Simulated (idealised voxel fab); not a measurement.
The name of this process module is voxel spacer lines.
Cross-section cut spans 215 nm and uses square cells 5 nm in size.
Think of the cross-section as a grid of square cells. We describe it in bands, top to bottom, and each band covers one or more rows of those cells.
In this notation a band is specified by the heights of its top and bottom, in that order and in nm, after which its materials appear from left to right, each paired with its width in nm. The word "throughout" attached to a single material means that material fills the band from edge to edge; the word "empty" stands for empty space.
A quick word on heights: they are counted from 0, and under that level the wafer as it came to us is one material throughout. The lowest band is different from the rest in having no bottom; it simply continues downward, written as in "0 -> down".
Graded width ("30 to 40"): value in top row of band = first number; value in bottom row = second number; row-to-row change constant.
"no change occurred" means the step left every cell of the cross-section as it was.
"Closed voids list": empty spaces of 8 cells or more with no open way to the top, each given as width x height at distance, distance from the left edge, all in nm.
Whatever follows a step's settings on its line is a remark the simulator itself makes about that step.
The optional step-line setting "overlay nm" applies to steps with a mask and quantifies how far to the right of its planned location the mask lay, a negative value indicating leftward placement.
### Listed below are the process steps as planned
| 1 | RECEIVE (material Si) |
| 2 | CONFORMAL_DEP (material Al2O3; thk nm 10) |
| 3 | DIRECTIONAL_DEP (material SiN; thk nm 15) |
| 4 | DIRECTIONAL_DEP (material polySi; thk nm 30) |
| 5 | PATTERN (tone cover; mask id MANDREL; material resist; width nm 20; pitch nm 60; thk nm 35; overlay nm 0) |
| 6 | DIRECTIONAL_ETCH (etch materials polySi; depth nm 30) |
| 7 | STRIP (etch materials resist) |
| 8 | CONFORMAL_DEP (material SiO2; thk nm 10) |
| 9 | DIRECTIONAL_ETCH (etch materials SiO2; depth nm 10) |
| 10 | STRIP (etch materials polySi) |
| 11 | DIRECTIONAL_ETCH (etch materials SiN; depth nm 15) |
| 12 | STRIP (etch materials SiO2) |
### Cross-section of the wafer as it came to us, i.e., already through step 1
0 -> down = Si throughout
Closed voids list: none
### Final wafer profile in cross-section after the module, from the same start and plan as above, with one mistake made during processing
25 -> 10 = 50 of empty, 10 of SiN, 20 of empty, 10 of SiN, 20 of empty, 10 of SiN, 20 of empty, 10 of SiN, 65 of empty
10 -> 0 = Al2O3 throughout
0 -> down = Si throughout
Closed voids list: none
The mistake made against the process plan was this: for step 5, the planned setting was not used; the step was instead run as PATTERN (tone cover; mask id MANDREL; material resist; width nm 20; pitch nm 60; thk nm 35; overlay nm -5)
